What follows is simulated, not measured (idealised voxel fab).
process module | voxel self aligned contacts
cross-section cut | 215 nm wide | cells 5 nm
A cross-section is a grid of square cells, given in bands from the top down. A band is one or more rows of cells.
Each band's line starts with the height of the band's top and of its bottom, in nm. Then come its materials from left to right, each with its width in nm. One material with "throughout" fills the band from edge to edge. "air" is empty space.
Height 0 is the level under which the wafer as received is all one material. The lowest band goes on downwards, as in "0 down".
A width such as "30 to 40" changes by the same amount from each row of cells to the next, from the band's top row to its bottom row.
"no change" after a step means that no cell of the cross-section changed.
closed voids: empty space of 8 cells or more with no open way to the top, each as width x height at its distance from the left edge, in nm
after a step's settings: what the simulator itself notes on the step
overlay nm, on a step with a mask: how far to the right of its planned place the mask lay; to the left if negative
plan
1 op RECEIVE | material Si
2 op CONFORMAL_DEP | material SiO2 | thk nm 5
3 op DIRECTIONAL_DEP | material polySi | thk nm 20
4 op DIRECTIONAL_DEP | material SiN | thk nm 25
5 op MASKED_ETCH | tone cover | mask id GATE | width nm 25 | pitch nm 60 | etch materials SiN | depth nm 25 | overlay nm 0
6 op MASKED_ETCH | tone cover | mask id GATE | width nm 25 | pitch nm 60 | etch materials polySi | depth nm 20 | overlay nm 0
7 op CONFORMAL_DEP | material SiN | thk nm 10
8 op DIRECTIONAL_ETCH | etch materials SiN | depth nm 10
9 op FILL_DEP | material SiO2 | thk nm 10
10 op CMP | height nm 55
11 op DIRECTIONAL_DEP | material aC | thk nm 10
12 op PATTERN | tone open | mask id CONTACT | material resist | width nm 45 | thk nm 30 | overlay nm 0
13 op DIRECTIONAL_ETCH | etch materials aC | depth nm 10
14 op STRIP | etch materials resist
15 op DIRECTIONAL_ETCH | etch materials SiO2 | depth nm 55
16 op STRIP | etch materials aC
17 op CONFORMAL_DEP | material TiN | thk nm 5
18 op FILL_DEP | material Ru | thk nm 5
19 op CMP | height nm 55
20 op CONFORMAL_DEP | material SiCN | thk nm 5
as received, after step 1
  0 down: Si throughout
  closed voids: none
a wafer at the end: this start, this plan, one mistake
  55 to 50: SiCN throughout
  50 to 25: SiO2 55 | SiN 45 | TiN 5 | Ru 5 | TiN 5 | SiN 45 | SiO2 55
  25 to 5: SiO2 55 | SiN 10 | polySi 25 | SiN 10 | TiN 5 | Ru 5 | TiN 5 | SiN 10 | polySi 25 | SiN 10 | SiO2 55
  5 to 0: SiO2 100 | TiN 15 | SiO2 100
  0 down: Si throughout
  closed voids: none
what went wrong: step 19 ran as: op CMP | height nm 50
